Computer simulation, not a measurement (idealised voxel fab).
process module | voxel self aligned contacts
cross-section cut | 210 nm wide | cells 5 nm
A cross-section is a grid of square cells, given in bands from the top down. A band is one or more rows of cells.
Each band's line starts with the height of the band's top and of its bottom, in nm. Then come its materials from left to right, each with its width in nm. One material with "throughout" fills the band from edge to edge. "air" is empty space.
Height 0 is the level under which the wafer as received is all one material. The lowest band goes on downwards, as in "0 down".
A width such as "30 to 40" changes by the same amount from each row of cells to the next, from the band's top row to its bottom row.
"no change" after a step means that no cell of the cross-section changed.
closed voids: empty space of 8 cells or more with no open way to the top, each as width x height at its distance from the left edge, in nm
after a step's settings: what the simulator itself notes on the step
overlay nm, on a step with a mask: how far to the right of its planned place the mask lay; to the left if negative
plan
1 op RECEIVE | material Si
2 op CONFORMAL_DEP | material SiO2 | thk nm 5
3 op DIRECTIONAL_DEP | material polySi | thk nm 30
4 op DIRECTIONAL_DEP | material SiN | thk nm 15
5 op MASKED_ETCH | tone cover | mask id GATE | width nm 30 | pitch nm 55 | etch materials SiN | depth nm 15 | overlay nm 0
6 op MASKED_ETCH | tone cover | mask id GATE | width nm 30 | pitch nm 55 | etch materials polySi | depth nm 30 | overlay nm 0
7 op CONFORMAL_DEP | material SiN | thk nm 5
8 op DIRECTIONAL_ETCH | etch materials SiN | depth nm 5
9 op FILL_DEP | material SiO2 | thk nm 20
10 op CMP | height nm 60
11 op MASKED_ETCH | tone open | mask id CONTACT | width nm 35 | etch materials SiO2 | depth nm 60 | overlay nm 0
12 op CONFORMAL_DEP | material TiN | thk nm 5
13 op FILL_DEP | material Ru | thk nm 5
14 op CMP | height nm 60
15 op CONFORMAL_DEP | material SiCN | thk nm 5
as received, after step 1
  0 down: Si throughout
  closed voids: none
first wafer at the end, as planned
  65 to 60: SiCN throughout
  60 to 50: SiO2 85 | TiN 5 to 15 | Ru 25 to 5 | TiN 5 to 15 | SiO2 90
  50 to 35: SiO2 55 | SiN 40 | TiN 5 | Ru 5 | TiN 5 | SiN 40 | SiO2 60
  35 to 5: SiO2 55 | SiN 5 | polySi 30 | SiN 5 | TiN 5 | Ru 5 | TiN 5 | SiN 5 | polySi 30 | SiN 5 | SiO2 60
  5 to 0: SiO2 95 | TiN 15 | SiO2 100
  0 down: Si throughout
  closed voids: none
second wafer at the end: like start, like plan, one mistake
  65 to 60: SiCN throughout
  60 to 50: SiO2 85 | TiN 5 to 15 | Ru 25 to 5 | TiN 5 to 15 | SiO2 90
  50 to 25: SiO2 55 | SiN 5 | polySi 30 | SiN 5 | TiN 5 | Ru 5 | TiN 5 | SiN 5 | polySi 30 | SiN 5 | SiO2 60
  25 to 20: SiO2 55 | SiN 5 | polySi 30 | SiN 5 | TiN 15 | SiN 5 | polySi 30 | SiN 5 | SiO2 60
  20 to 5: SiN throughout
  5 to 0: SiO2 throughout
  0 down: Si throughout
  closed voids: none
what went wrong: steps 3 and 4 were swapped
at the end the second wafer has, in cells: 4 fewer of Ru | 78 more of SiN | 66 fewer of SiO2 | 8 fewer of TiN
